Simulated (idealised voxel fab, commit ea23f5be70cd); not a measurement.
This is a process module. Its name is voxel gate over fins.
Cross-sectional view cut (width: 270 nm; square cell size: 5 nm).
A cross-section is a grid of square cells, given in bands from the top down. A band is one or more rows of cells.
The entry gives the band's vertical extent as a top height and a bottom height in nm, then its horizontal make-up as materials from left to right, each with a width in nm. "empty" stands for empty space; a single material marked "edge to edge" fills the band edge to edge.
Measure heights from 0. That's the level where, below it, the as-received wafer is all one material. The lowest band is bottomless and extends downward; write it as in "0 down".
The width entry "30 to 40" should be interpreted row by row: the top row of cells in the band takes the first number, the bottom row takes the second number, and the change between adjacent rows is uniform throughout.
Where the words "left unchanged" appear for a step, the cross-section shows no cell changed by that step; every cell remained as before.
Reported under the label "Closed-off voids" are the empty spaces having no open way to the top and comprising 8 cells or more; the notation for each is width x height at distance, in which the distance is measured from the left edge and all three values are in nm.
Step line, after settings: the simulator's comment on this step.
What "overlay nm" on a step's line means: if the step has a mask, that mask lay this far to the right of its planned place, or, when the value is negative, to the left.
**Below is the list of planned process steps**
| 1 | RECEIVE [material Si] |
| 2 | CONFORMAL_DEP [material SiN] [thk nm 10] |
| 3 | DIRECTIONAL_DEP [material aC] [thk nm 15] |
| 4 | PATTERN [tone cover] [mask id FINS] [material resist] [width nm 15] [pitch nm 45] [thk nm 30] [overlay nm 0] |
| 5 | DIRECTIONAL_ETCH [etch materials aC] [depth nm 15] |
| 6 | STRIP [etch materials resist] |
| 7 | DIRECTIONAL_ETCH [etch materials SiN] [depth nm 10] |
| 8 | DIRECTIONAL_ETCH [etch materials Si] [depth nm 30] |
| 9 | STRIP [etch materials aC] |
| 10 | FILL_DEP [material SiO2] [thk nm 10] |
| 11 | CMP [height nm 10] |
| 12 | SELECTIVE_ETCH [etch materials SiO2] [depth nm 25] |
| 13 | STRIP [etch materials SiN] |
| 14 | CONFORMAL_DEP [material HfO2] [thk nm 5] |
| 15 | CONFORMAL_DEP [material TiN] [thk nm 5] |
| 16 | FILL_DEP [material W] [thk nm 10] |
| 17 | CMP [height nm 15] |
| 18 | CONFORMAL_DEP [material SiCN] [thk nm 10] |
**As-received wafer cross-section (after step 1)**
	0 down: Si edge to edge
	Closed-off voids: none
**Cross-sectional result after module completion. Note: starting condition and plan are unchanged from above; one processing mistake was made**
	25 to 15: SiCN edge to edge
	15 to 5: W edge to edge
	5 to 0: W 55 nm, TiN 25 nm, W 20 nm, TiN 25 nm, W 20 nm, TiN 25 nm, W 20 nm, TiN 25 nm, W 55 nm
	0 to -10: W 55 nm, TiN 5 nm, Si 15 nm, TiN 5 nm, W 20 nm, TiN 5 nm, Si 15 nm, TiN 5 nm, W 20 nm, TiN 5 nm, Si 15 nm, TiN 5 nm, W 20 nm, TiN 5 nm, Si 15 nm, TiN 5 nm, W 55 nm
	-10 to -15: TiN 60 nm, Si 15 nm, TiN 30 nm, Si 15 nm, TiN 30 nm, Si 15 nm, TiN 30 nm, Si 15 nm, TiN 60 nm
	-15 to -30: SiO2 60 nm, Si 15 nm, SiO2 30 nm, Si 15 nm, SiO2 30 nm, Si 15 nm, SiO2 30 nm, Si 15 nm, SiO2 60 nm
	-30 down: Si edge to edge
	Closed-off voids: none
Diagnosis: with respect to the plan, step 14 was omitted and not executed
